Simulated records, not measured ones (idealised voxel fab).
You're looking at the process module voxel wiring stack.
Cross-section cut: width 180 nm, square cells of 5 nm.
When this document writes out a cross-section, it uses a grid of square cells and lists it as bands, beginning at the top and moving down, with a band standing for one or more rows of cells.
This entry defines a band. It first specifies the height of the band's top and the height of its bottom in nm, and then specifies the band's materials from left to right, stating each material with its width in nm. The word "edge to edge" identifies a single material that fills the band from edge to edge, while the word "air" identifies empty space.
Heights are measured from 0, the level below which the as-received wafer is all one material; the lowest band has no bottom and continues downward, written as in "0..down".
Width "30..40": first value at the band's top row of cells, second value at its bottom row, equal change from row to row.
"identical to before" after a step means that no cell of the cross-section changed.
The list in "Sealed internal voids" covers empty spaces of 8 cells or more that cannot reach the top through any open way, and it gives each as width x height at distance; the distance is from the left edge, and width, height and distance are in nm.
The remark found on a step's line after its settings is issued by the simulator itself and pertains to that step.
overlay nm: mask offset rightward from planned place, masked step; negative means leftward offset.

[Process steps - plan]
- 1: RECEIVE | material Si
- 2: CONFORMAL_DEP | material SiO2 | thk nm 10
- 3: DIRECTIONAL_DEP | material TiN | thk nm 5
- 4: DIRECTIONAL_DEP | material Ru | thk nm 15
- 5: MASKED_ETCH | tone cover | mask id METAL_1 | width nm 30 | pitch nm 50 | etch materials Ru | depth nm 15 | overlay nm 0
- 6: MASKED_ETCH | tone cover | mask id METAL_1 | width nm 30 | pitch nm 50 | etch materials TiN | depth nm 5 | overlay nm 0
- 7: CONFORMAL_DEP | material SiCN | thk nm 5
- 8: FILL_DEP | material SiO2 | thk nm 10
- 9: CMP | height nm 30
- 10: CONFORMAL_DEP | material SiCN | thk nm 5
- 11: DIRECTIONAL_DEP | material SiO2 | thk nm 30
- 12: MASKED_ETCH | tone open | mask id METAL_2_HOLES | width nm 15 | pitch nm 50 | etch materials SiO2 | depth nm 30 | overlay nm 0
- 13: PATTERN | tone open | mask id METAL_2 | material resist | width nm 30 | pitch nm 50 | thk nm 20 | overlay nm 0
- 14: DIRECTIONAL_ETCH | etch materials SiO2 | depth nm 20
- 15: DIRECTIONAL_ETCH | etch materials SiCN | depth nm 5
- 16: STRIP | etch materials resist
- 17: CONFORMAL_DEP | material TiN | thk nm 5
- 18: FILL_DEP | material Ru | thk nm 5
- 19: CMP | height nm 65
- 20: CONFORMAL_DEP | material SiCN | thk nm 5
- 21: DIRECTIONAL_DEP | material SiO2 | thk nm 25
- 22: PATTERN | tone open | mask id METAL_3 | material resist | width nm 30 | pitch nm 50 | thk nm 20 | overlay nm 0
- 23: DIRECTIONAL_ETCH | etch materials SiO2 | depth nm 15
- 24: STRIP | etch materials resist
- 25: MASKED_ETCH | tone open | mask id METAL_3_HOLES | width nm 15 | etch materials SiO2 | depth nm 10 | overlay nm 0
- 26: MASKED_ETCH | tone open | mask id METAL_3_HOLES | width nm 15 | etch materials SiCN | depth nm 5 | overlay nm 0
- 27: CONFORMAL_DEP | material TiN | thk nm 5
- 28: FILL_DEP | material Ru | thk nm 10
- 29: CMP | height nm 95
- 30: CONFORMAL_DEP | material SiCN | thk nm 5
- 31: DIRECTIONAL_DEP | material lowk | thk nm 35
- 32: MASKED_ETCH | tone open | mask id METAL_4 | width nm 30 | pitch nm 50 | etch materials lowk | depth nm 20 | overlay nm 0
- 33: MASKED_ETCH | tone open | mask id METAL_4_HOLES | width nm 15 | pitch nm 50 | etch materials lowk | depth nm 15 | overlay nm 0
- 34: MASKED_ETCH | tone open | mask id METAL_4_HOLES | width nm 15 | pitch nm 50 | etch materials SiCN | depth nm 5 | overlay nm 0
- 35: CONFORMAL_DEP | material TiN | thk nm 5
- 36: FILL_DEP | material Ru | thk nm 5
- 37: CMP | height nm 135
- 38: CONFORMAL_DEP | material SiCN | thk nm 5

[Account of the first of two wafers, which was processed as intended]

[The cross-section here shows the wafer as received, i.e. in its state after step 1]
> 0..down: Si edge to edge
> Sealed internal voids: none

[So this is the wafer cross-section right after step 2]
> 10..0: SiO2 edge to edge
> Everything under 0 stays put, no change at all.

[So this is the wafer cross-section right after step 3]
> 15..10: TiN edge to edge
> Everything under 10 stays put, no change at all.

[So this is the wafer cross-section right after step 4]
> 30..15: Ru edge to edge
> Everything under 15 stays put, no change at all.

[So this is the wafer cross-section right after step 5]
> 30..15: air: 50  Ru: 30  air: 20  Ru: 30  air: 50
> Everything under 15 stays put, no change at all.

[So this is the wafer cross-section right after step 6]
> 30..15: air: 50  Ru: 30  air: 20  Ru: 30  air: 50
> 15..10: air: 50  TiN: 30  air: 20  TiN: 30  air: 50
> Everything under 10 stays put, no change at all.

[So this is the wafer cross-section right after step 7]
> 35..30: air: 45  SiCN: 40  air: 10  SiCN: 40  air: 45
> 30..15: air: 45  SiCN: 5  Ru: 30  SiCN: 5  air: 10  SiCN: 5  Ru: 30  SiCN: 5  air: 45
> 15..10: SiCN: 50  TiN: 30  SiCN: 20  TiN: 30  SiCN: 50
> Everything under 10 stays put, no change at all.

[So this is the wafer cross-section right after step 8]
> 45..35: SiO2 edge to edge
> 35..30: SiO2: 45  SiCN: 40  SiO2: 10  SiCN: 40  SiO2: 45
> 30..15: SiO2: 45  SiCN: 5  Ru: 30  SiCN: 5  SiO2: 10  SiCN: 5  Ru: 30  SiCN: 5  SiO2: 45
> Everything under 15 stays put, no change at all.

[So this is the wafer cross-section right after step 9]
> 30..15: SiO2: 45  SiCN: 5  Ru: 30  SiCN: 5  SiO2: 10  SiCN: 5  Ru: 30  SiCN: 5  SiO2: 45
> Everything under 15 stays put, no change at all.

[So this is the wafer cross-section right after step 10]
> 35..30: SiCN edge to edge
> Everything under 30 stays put, no change at all.

[So this is the wafer cross-section right after step 11]
> 65..35: SiO2 edge to edge
> Everything under 35 stays put, no change at all.

[So this is the wafer cross-section right after step 12]
> 65..35: SiO2: 50  air: 15  SiO2: 35  air: 15  SiO2: 65
> Everything under 35 stays put, no change at all.

[So this is the wafer cross-section right after step 13]
> 85..65: resist: 50  air: 30  resist: 20  air: 30  resist: 50
> Everything under 65 stays put, no change at all.

[So this is the wafer cross-section right after step 14]
> 85..65: resist: 50  air: 30  resist: 20  air: 30  resist: 50
> 65..45: SiO2: 50  air: 30  SiO2: 20  air: 30  SiO2: 50
> Everything under 45 stays put, no change at all.

[So this is the wafer cross-section right after step 15]
> 85..65: resist: 50  air: 30  resist: 20  air: 30  resist: 50
> 65..45: SiO2: 50  air: 30  SiO2: 20  air: 30  SiO2: 50
> 45..35: SiO2: 50  air: 15  SiO2: 35  air: 15  SiO2: 65
> 35..30: SiCN: 50  air: 15  SiCN: 35  air: 15  SiCN: 65
> Everything under 30 stays put, no change at all.

[So this is the wafer cross-section right after step 16]
> 65..45: SiO2: 50  air: 30  SiO2: 20  air: 30  SiO2: 50
> Everything under 45 stays put, no change at all.

[So this is the wafer cross-section right after step 17]
> 70..65: TiN: 55  air: 20  TiN: 30  air: 20  TiN: 55
> 65..50: SiO2: 50  TiN: 5  air: 20  TiN: 5  SiO2: 20  TiN: 5  air: 20  TiN: 5  SiO2: 50
> 50..45: SiO2: 50  TiN: 5  air: 5  TiN: 20  SiO2: 20  TiN: 5  air: 5  TiN: 20  SiO2: 50
> 45..35: SiO2: 50  TiN: 5  air: 5  TiN: 5  SiO2: 35  TiN: 5  air: 5  TiN: 5  SiO2: 65
> 35..30: SiCN: 50  TiN: 15  SiCN: 35  TiN: 15  SiCN: 65
> Everything under 30 stays put, no change at all.

[So this is the wafer cross-section right after step 18]
> 75..70: Ru edge to edge
> 70..65: TiN: 55  Ru: 20  TiN: 30  Ru: 20  TiN: 55
> 65..50: SiO2: 50  TiN: 5  Ru: 20  TiN: 5  SiO2: 20  TiN: 5  Ru: 20  TiN: 5  SiO2: 50
> 50..45: SiO2: 50  TiN: 5  Ru: 5  TiN: 20  SiO2: 20  TiN: 5  Ru: 5  TiN: 20  SiO2: 50
> 45..35: SiO2: 50  TiN: 5  Ru: 5  TiN: 5  SiO2: 35  TiN: 5  Ru: 5  TiN: 5  SiO2: 65
> Everything under 35 stays put, no change at all.

[So this is the wafer cross-section right after step 19]
> 65..50: SiO2: 50  TiN: 5  Ru: 20  TiN: 5  SiO2: 20  TiN: 5  Ru: 20  TiN: 5  SiO2: 50
> Everything under 50 stays put, no change at all.

[So this is the wafer cross-section right after step 20]
> 70..65: SiCN edge to edge
> Everything under 65 stays put, no change at all.

[So this is the wafer cross-section right after step 21]
> 95..70: SiO2 edge to edge
> Everything under 70 stays put, no change at all.

[So this is the wafer cross-section right after step 22]
> 115..95: resist: 50  air: 30  resist: 20  air: 30  resist: 50
> Everything under 95 stays put, no change at all.

[So this is the wafer cross-section right after step 23]
> 115..95: resist: 50  air: 30  resist: 20  air: 30  resist: 50
> 95..80: SiO2: 50  air: 30  SiO2: 20  air: 30  SiO2: 50
> Everything under 80 stays put, no change at all.

[So this is the wafer cross-section right after step 24]
> 95..80: SiO2: 50  air: 30  SiO2: 20  air: 30  SiO2: 50
> Everything under 80 stays put, no change at all.

[So this is the wafer cross-section right after step 25]
> 95..80: SiO2: 50  air: 30  SiO2: 20  air: 30  SiO2: 50
> 80..70: SiO2: 50  air: 15  SiO2: 115
> Everything under 70 stays put, no change at all.

[So this is the wafer cross-section right after step 26]
> 95..80: SiO2: 50  air: 30  SiO2: 20  air: 30  SiO2: 50
> 80..70: SiO2: 50  air: 15  SiO2: 115
> 70..65: SiCN: 50  air: 15  SiCN: 115
> Everything under 65 stays put, no change at all.

[So this is the wafer cross-section right after step 27]
> 100..95: TiN: 55  air: 20  TiN: 30  air: 20  TiN: 55
> 95..85: SiO2: 50  TiN: 5  air: 20  TiN: 5  SiO2: 20  TiN: 5  air: 20  TiN: 5  SiO2: 50
> 85..80: SiO2: 50  TiN: 5  air: 5  TiN: 20  SiO2: 20  TiN: 30  SiO2: 50
> 80..70: SiO2: 50  TiN: 5  air: 5  TiN: 5  SiO2: 115
> 70..65: SiCN: 50  TiN: 15  SiCN: 115
> Everything under 65 stays put, no change at all.

[So this is the wafer cross-section right after step 28]
> 110..100: Ru edge to edge
> 100..95: TiN: 55  Ru: 20  TiN: 30  Ru: 20  TiN: 55
> 95..85: SiO2: 50  TiN: 5  Ru: 20  TiN: 5  SiO2: 20  TiN: 5  Ru: 20  TiN: 5  SiO2: 50
> 85..80: SiO2: 50  TiN: 5  Ru: 5  TiN: 20  SiO2: 20  TiN: 30  SiO2: 50
> 80..70: SiO2: 50  TiN: 5  Ru: 5  TiN: 5  SiO2: 115
> Everything under 70 stays put, no change at all.

[So this is the wafer cross-section right after step 29]
> 95..85: SiO2: 50  TiN: 5  Ru: 20  TiN: 5  SiO2: 20  TiN: 5  Ru: 20  TiN: 5  SiO2: 50
> Everything under 85 stays put, no change at all.

[So this is the wafer cross-section right after step 30]
> 100..95: SiCN edge to edge
> Everything under 95 stays put, no change at all.

[So this is the wafer cross-section right after step 31]
> 135..100: lowk edge to edge
> Everything under 100 stays put, no change at all.

[So this is the wafer cross-section right after step 32]
> 135..115: lowk: 50  air: 30  lowk: 20  air: 30  lowk: 50
> Everything under 115 stays put, no change at all.

[So this is the wafer cross-section right after step 33]
> 135..115: lowk: 50  air: 30  lowk: 20  air: 30  lowk: 50
> 115..100: lowk: 50  air: 15  lowk: 35  air: 15  lowk: 65
> Everything under 100 stays put, no change at all.

[So this is the wafer cross-section right after step 34]
> 135..115: lowk: 50  air: 30  lowk: 20  air: 30  lowk: 50
> 115..100: lowk: 50  air: 15  lowk: 35  air: 15  lowk: 65
> 100..95: SiCN: 50  air: 15  SiCN: 35  air: 15  SiCN: 65
> Everything under 95 stays put, no change at all.

[So this is the wafer cross-section right after step 35]
> 140..135: TiN: 55  air: 20  TiN: 30  air: 20  TiN: 55
> 135..120: lowk: 50  TiN: 5  air: 20  TiN: 5  lowk: 20  TiN: 5  air: 20  TiN: 5  lowk: 50
> 120..115: lowk: 50  TiN: 5  air: 5  TiN: 20  lowk: 20  TiN: 5  air: 5  TiN: 20  lowk: 50
> 115..100: lowk: 50  TiN: 5  air: 5  TiN: 5  lowk: 35  TiN: 5  air: 5  TiN: 5  lowk: 65
> 100..95: SiCN: 50  TiN: 15  SiCN: 35  TiN: 15  SiCN: 65
> Everything under 95 stays put, no change at all.

[So this is the wafer cross-section right after step 36]
> 145..140: Ru edge to edge
> 140..135: TiN: 55  Ru: 20  TiN: 30  Ru: 20  TiN: 55
> 135..120: lowk: 50  TiN: 5  Ru: 20  TiN: 5  lowk: 20  TiN: 5  Ru: 20  TiN: 5  lowk: 50
> 120..115: lowk: 50  TiN: 5  Ru: 5  TiN: 20  lowk: 20  TiN: 5  Ru: 5  TiN: 20  lowk: 50
> 115..100: lowk: 50  TiN: 5  Ru: 5  TiN: 5  lowk: 35  TiN: 5  Ru: 5  TiN: 5  lowk: 65
> Everything under 100 stays put, no change at all.

[So this is the wafer cross-section right after step 37]
> 135..120: lowk: 50  TiN: 5  Ru: 20  TiN: 5  lowk: 20  TiN: 5  Ru: 20  TiN: 5  lowk: 50
> Everything under 120 stays put, no change at all.

[So this is the wafer cross-section right after step 38]
> 140..135: SiCN edge to edge
> Everything under 135 stays put, no change at all.

[The Second Wafer: Common Origin and Plan, One Mistake in Execution, Identical to the First Through Step 25]

[At the planned end of step 26, the second wafer in cross-section]
> 95..80: SiO2: 50  air: 30  SiO2: 20  air: 30  SiO2: 50
> 80..70: SiO2: 50  air: 15  SiO2: 115
> 70..65: SiCN: 60  air: 5  SiCN: 115
> Everything under 65 stays put, no change at all.

[At the planned end of step 27, the second wafer in cross-section]
> 100..95: TiN: 55  air: 20  TiN: 30  air: 20  TiN: 55
> 95..85: SiO2: 50  TiN: 5  air: 20  TiN: 5  SiO2: 20  TiN: 5  air: 20  TiN: 5  SiO2: 50
> 85..80: SiO2: 50  TiN: 5  air: 5  TiN: 20  SiO2: 20  TiN: 30  SiO2: 50
> 80..75: SiO2: 50  TiN: 5  air: 5  TiN: 5  SiO2: 115
> 75..70: SiO2: 50  TiN: 15  SiO2: 115
> 70..65: SiCN: 60  TiN: 5  SiCN: 115
> Everything under 65 stays put, no change at all.

[At the planned end of step 28, the second wafer in cross-section]
> 110..100: Ru edge to edge
> 100..95: TiN: 55  Ru: 20  TiN: 30  Ru: 20  TiN: 55
> 95..85: SiO2: 50  TiN: 5  Ru: 20  TiN: 5  SiO2: 20  TiN: 5  Ru: 20  TiN: 5  SiO2: 50
> 85..80: SiO2: 50  TiN: 5  Ru: 5  TiN: 20  SiO2: 20  TiN: 30  SiO2: 50
> 80..75: SiO2: 50  TiN: 5  Ru: 5  TiN: 5  SiO2: 115
> Everything under 75 stays put, no change at all.

[At the planned end of step 29, the second wafer in cross-section]
> 95..85: SiO2: 50  TiN: 5  Ru: 20  TiN: 5  SiO2: 20  TiN: 5  Ru: 20  TiN: 5  SiO2: 50
> Everything under 85 stays put, no change at all.

[At the planned end of step 30, the second wafer in cross-section]
> 100..95: SiCN edge to edge
> Everything under 95 stays put, no change at all.

[At the planned end of step 31, the second wafer in cross-section]
> 135..100: lowk edge to edge
> Everything under 100 stays put, no change at all.

[At the planned end of step 32, the second wafer in cross-section]
> 135..115: lowk: 50  air: 30  lowk: 20  air: 30  lowk: 50
> Everything under 115 stays put, no change at all.

[At the planned end of step 33, the second wafer in cross-section]
> 135..115: lowk: 50  air: 30  lowk: 20  air: 30  lowk: 50
> 115..100: lowk: 50  air: 15  lowk: 35  air: 15  lowk: 65
> Everything under 100 stays put, no change at all.

[At the planned end of step 34, the second wafer in cross-section]
> 135..115: lowk: 50  air: 30  lowk: 20  air: 30  lowk: 50
> 115..100: lowk: 50  air: 15  lowk: 35  air: 15  lowk: 65
> 100..95: SiCN: 50  air: 15  SiCN: 35  air: 15  SiCN: 65
> Everything under 95 stays put, no change at all.

[At the planned end of step 35, the second wafer in cross-section]
> 140..135: TiN: 55  air: 20  TiN: 30  air: 20  TiN: 55
> 135..120: lowk: 50  TiN: 5  air: 20  TiN: 5  lowk: 20  TiN: 5  air: 20  TiN: 5  lowk: 50
> 120..115: lowk: 50  TiN: 5  air: 5  TiN: 20  lowk: 20  TiN: 5  air: 5  TiN: 20  lowk: 50
> 115..100: lowk: 50  TiN: 5  air: 5  TiN: 5  lowk: 35  TiN: 5  air: 5  TiN: 5  lowk: 65
> 100..95: SiCN: 50  TiN: 15  SiCN: 35  TiN: 15  SiCN: 65
> Everything under 95 stays put, no change at all.

[At the planned end of step 36, the second wafer in cross-section]
> 145..140: Ru edge to edge
> 140..135: TiN: 55  Ru: 20  TiN: 30  Ru: 20  TiN: 55
> 135..120: lowk: 50  TiN: 5  Ru: 20  TiN: 5  lowk: 20  TiN: 5  Ru: 20  TiN: 5  lowk: 50
> 120..115: lowk: 50  TiN: 5  Ru: 5  TiN: 20  lowk: 20  TiN: 5  Ru: 5  TiN: 20  lowk: 50
> 115..100: lowk: 50  TiN: 5  Ru: 5  TiN: 5  lowk: 35  TiN: 5  Ru: 5  TiN: 5  lowk: 65
> Everything under 100 stays put, no change at all.

[At the planned end of step 37, the second wafer in cross-section]
> 135..120: lowk: 50  TiN: 5  Ru: 20  TiN: 5  lowk: 20  TiN: 5  Ru: 20  TiN: 5  lowk: 50
> Everything under 120 stays put, no change at all.

[At the planned end of step 38, the second wafer in cross-section]
> 140..135: SiCN edge to edge
> Everything under 135 stays put, no change at all.
Where did the run depart from the plan? step 26 did not happen as planned, as run it was MASKED_ETCH | tone open | mask id METAL_3_HOLES | width nm 15 | etch materials SiCN | depth nm 5 | overlay nm 10
Counted in cells at the end, the second wafer holds more or fewer of these materials than the first: 1 fewer of Ru, 2 more of SiCN, 1 fewer of TiN
